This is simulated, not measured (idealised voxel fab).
The following process module bears the name voxel self aligned contacts.
Cross-sectional view cut (width: 150 nm; square cell size: 5 nm).
We lay out every cross-section as a grid of square cells and spell it out in bands from the top down, where one band means one or more rows of cells.
Look at the band entry: it leads with the top's height and the bottom's height in nm. Then it lists the materials left to right, with a width in nm for each. The word "throughout" on a single material says that material fills the band edge to edge. The word "air" is empty space.
All heights in this document are referenced to 0, defined as the level beneath which the wafer, as received, consists entirely of one material. The lowest band is not bounded below; it extends indefinitely downward and is written in the form "0..down".
Note: "30..40" means the width goes from the first number (top row of the band) to the second number (bottom row) in equal steps per row of cells.
"stayed the same", as given for a step, is the statement that not any cell of the cross-section underwent a change during that step.
Closed-off voids of 8+ cells (no open route to the top) go in "Voids, fully enclosed", written width x height at distance from the left edge, in nm.
What comes after the settings on a step's line is commentary from the simulator itself on that step.
Among the settings permitted on a step's line is "overlay nm"; applied to a step with a mask, it specifies the extent to which the mask lay to the right of its planned position, whereas a negative figure signifies a position to the left.

Process steps - plan:
1: RECEIVE,material Si
2: CONFORMAL_DEP,material SiO2,thk nm 5
3: DIRECTIONAL_DEP,material polySi,thk nm 25
4: DIRECTIONAL_DEP,material SiN,thk nm 20
5: DIRECTIONAL_DEP,material aC,thk nm 15
6: PATTERN,tone cover,mask id GATE,material resist,width nm 30,pitch nm 70,thk nm 30,overlay nm 0
7: DIRECTIONAL_ETCH,etch materials aC,depth nm 15
8: STRIP,etch materials resist
9: DIRECTIONAL_ETCH,etch materials SiN,depth nm 20
10: DIRECTIONAL_ETCH,etch materials polySi,depth nm 25
11: STRIP,etch materials aC
12: CONFORMAL_DEP,material SiN,thk nm 10
13: DIRECTIONAL_ETCH,etch materials SiN,depth nm 10
14: FILL_DEP,material SiO2,thk nm 10
15: CMP,height nm 55
16: MASKED_ETCH,tone open,mask id CONTACT,width nm 50,etch materials SiO2,depth nm 55,overlay nm 0
17: CONFORMAL_DEP,material TiN,thk nm 5
18: FILL_DEP,material W,thk nm 10
19: CMP,height nm 55
20: CONFORMAL_DEP,material SiCN,thk nm 5

First wafer, as planned:

Delivered wafer in cross-section: state after step 1:
- 0..down  Si throughout
- Voids, fully enclosed: none

Wafer after step 2 (cross-section):
- 5..0  SiO2 throughout
- Below 0 it's all the same as before, nothing changed down there.

Wafer after step 3 (cross-section):
- 30..5  polySi throughout
- Below 5 it's all the same as before, nothing changed down there.

Wafer after step 4 (cross-section):
- 50..30  SiN throughout
- Below 30 it's all the same as before, nothing changed down there.

Wafer after step 5 (cross-section):
- 65..50  aC throughout
- Below 50 it's all the same as before, nothing changed down there.

Wafer after step 6 (cross-section):
- 95..65  air 25 nm; resist 30 nm; air 40 nm; resist 30 nm; air 25 nm
- Below 65 it's all the same as before, nothing changed down there.

Wafer after step 7 (cross-section):
- 80..65  air 25 nm; resist 30 nm; air 40 nm; resist 30 nm; air 25 nm
- 65..50  air 25 nm; aC 30 nm; air 40 nm; aC 30 nm; air 25 nm
- Below 50 it's all the same as before, nothing changed down there.

Wafer after step 8 (cross-section):
- 65..50  air 25 nm; aC 30 nm; air 40 nm; aC 30 nm; air 25 nm
- Below 50 it's all the same as before, nothing changed down there.

Wafer after step 9 (cross-section):
- 65..50  air 25 nm; aC 30 nm; air 40 nm; aC 30 nm; air 25 nm
- 50..30  air 25 nm; SiN 30 nm; air 40 nm; SiN 30 nm; air 25 nm
- Below 30 it's all the same as before, nothing changed down there.

Wafer after step 10 (cross-section):
- 65..50  air 25 nm; aC 30 nm; air 40 nm; aC 30 nm; air 25 nm
- 50..30  air 25 nm; SiN 30 nm; air 40 nm; SiN 30 nm; air 25 nm
- 30..5  air 25 nm; polySi 30 nm; air 40 nm; polySi 30 nm; air 25 nm
- Below 5 it's all the same as before, nothing changed down there.

Wafer after step 11 (cross-section):
- 50..30  air 25 nm; SiN 30 nm; air 40 nm; SiN 30 nm; air 25 nm
- Below 30 it's all the same as before, nothing changed down there.

Wafer after step 12 (cross-section):
- 60..30  air 15 nm; SiN 50 nm; air 20 nm; SiN 50 nm; air 15 nm
- 30..15  air 15 nm; SiN 10 nm; polySi 30 nm; SiN 10 nm; air 20 nm; SiN 10 nm; polySi 30 nm; SiN 10 nm; air 15 nm
- 15..5  SiN 25 nm; polySi 30 nm; SiN 40 nm; polySi 30 nm; SiN 25 nm
- Below 5 it's all the same as before, nothing changed down there.

Wafer after step 13 (cross-section):
- 50..30  air 15 nm; SiN 50 nm; air 20 nm; SiN 50 nm; air 15 nm
- 30..5  air 15 nm; SiN 10 nm; polySi 30 nm; SiN 10 nm; air 20 nm; SiN 10 nm; polySi 30 nm; SiN 10 nm; air 15 nm
- Below 5 it's all the same as before, nothing changed down there.

Wafer after step 14 (cross-section):
- 60..50  SiO2 throughout
- 50..30  SiO2 15 nm; SiN 50 nm; SiO2 20 nm; SiN 50 nm; SiO2 15 nm
- 30..5  SiO2 15 nm; SiN 10 nm; polySi 30 nm; SiN 10 nm; SiO2 20 nm; SiN 10 nm; polySi 30 nm; SiN 10 nm; SiO2 15 nm
- Below 5 it's all the same as before, nothing changed down there.

Wafer after step 15 (cross-section):
- 55..50  SiO2 throughout
- Below 50 it's all the same as before, nothing changed down there.

Wafer after step 16 (cross-section):
- 55..50  SiO2 50 nm; air 50 nm; SiO2 50 nm
- 50..30  SiO2 15 nm; SiN 50 nm; air 20 nm; SiN 50 nm; SiO2 15 nm
- 30..5  SiO2 15 nm; SiN 10 nm; polySi 30 nm; SiN 10 nm; air 20 nm; SiN 10 nm; polySi 30 nm; SiN 10 nm; SiO2 15 nm
- 5..0  SiO2 65 nm; air 20 nm; SiO2 65 nm
- Below 0 it's all the same as before, nothing changed down there.

Wafer after step 17 (cross-section):
- 60..55  TiN 55 nm; air 40 nm; TiN 55 nm
- 55..50  SiO2 50 nm; TiN 20 nm; air 10 nm; TiN 20 nm; SiO2 50 nm
- 50..30  SiO2 15 nm; SiN 50 nm; TiN 5 nm; air 10 nm; TiN 5 nm; SiN 50 nm; SiO2 15 nm
- 30..5  SiO2 15 nm; SiN 10 nm; polySi 30 nm; SiN 10 nm; TiN 5 nm; air 10 nm; TiN 5 nm; SiN 10 nm; polySi 30 nm; SiN 10 nm; SiO2 15 nm
- 5..0  SiO2 65 nm; TiN 20 nm; SiO2 65 nm
- Below 0 it's all the same as before, nothing changed down there.

Wafer after step 18 (cross-section):
- 70..60  W throughout
- 60..55  TiN 55 nm; W 40 nm; TiN 55 nm
- 55..50  SiO2 50 nm; TiN 20 nm; W 10 nm; TiN 20 nm; SiO2 50 nm
- 50..30  SiO2 15 nm; SiN 50 nm; TiN 5 nm; W 10 nm; TiN 5 nm; SiN 50 nm; SiO2 15 nm
- 30..5  SiO2 15 nm; SiN 10 nm; polySi 30 nm; SiN 10 nm; TiN 5 nm; W 10 nm; TiN 5 nm; SiN 10 nm; polySi 30 nm; SiN 10 nm; SiO2 15 nm
- Below 5 it's all the same as before, nothing changed down there.

Wafer after step 19 (cross-section):
- 55..50  SiO2 50 nm; TiN 20 nm; W 10 nm; TiN 20 nm; SiO2 50 nm
- Below 50 it's all the same as before, nothing changed down there.

Wafer after step 20 (cross-section):
- 60..55  SiCN throughout
- Below 55 it's all the same as before, nothing changed down there.

Second wafer: same start and same plan as the first, one execution error; identical to the first through step 16:

X-section, second wafer, when step 17 was due to finish:
- 60..55  SiN 55 nm; air 40 nm; SiN 55 nm
- 55..50  SiO2 50 nm; SiN 20 nm; air 10 nm; SiN 20 nm; SiO2 50 nm
- 50..30  SiO2 15 nm; SiN 55 nm; air 10 nm; SiN 55 nm; SiO2 15 nm
- 30..5  SiO2 15 nm; SiN 10 nm; polySi 30 nm; SiN 15 nm; air 10 nm; SiN 15 nm; polySi 30 nm; SiN 10 nm; SiO2 15 nm
- 5..0  SiO2 65 nm; SiN 20 nm; SiO2 65 nm
- Below 0 it's all the same as before, nothing changed down there.

X-section, second wafer, when step 18 was due to finish:
- 70..60  W throughout
- 60..55  SiN 55 nm; W 40 nm; SiN 55 nm
- 55..50  SiO2 50 nm; SiN 20 nm; W 10 nm; SiN 20 nm; SiO2 50 nm
- 50..30  SiO2 15 nm; SiN 55 nm; W 10 nm; SiN 55 nm; SiO2 15 nm
- 30..5  SiO2 15 nm; SiN 10 nm; polySi 30 nm; SiN 15 nm; W 10 nm; SiN 15 nm; polySi 30 nm; SiN 10 nm; SiO2 15 nm
- Below 5 it's all the same as before, nothing changed down there.

X-section, second wafer, when step 19 was due to finish:
- 55..50  SiO2 50 nm; SiN 20 nm; W 10 nm; SiN 20 nm; SiO2 50 nm
- Below 50 it's all the same as before, nothing changed down there.

X-section, second wafer, when step 20 was due to finish:
- 60..55  SiCN throughout
- Below 55 it's all the same as before, nothing changed down there.
Want to know what went wrong? step 17 ran as: CONFORMAL_DEP,material SiN,thk nm 5
At the finish, the second wafer shows more or fewer cells for some materials than the first does: 30 more of SiN | 30 fewer of TiN
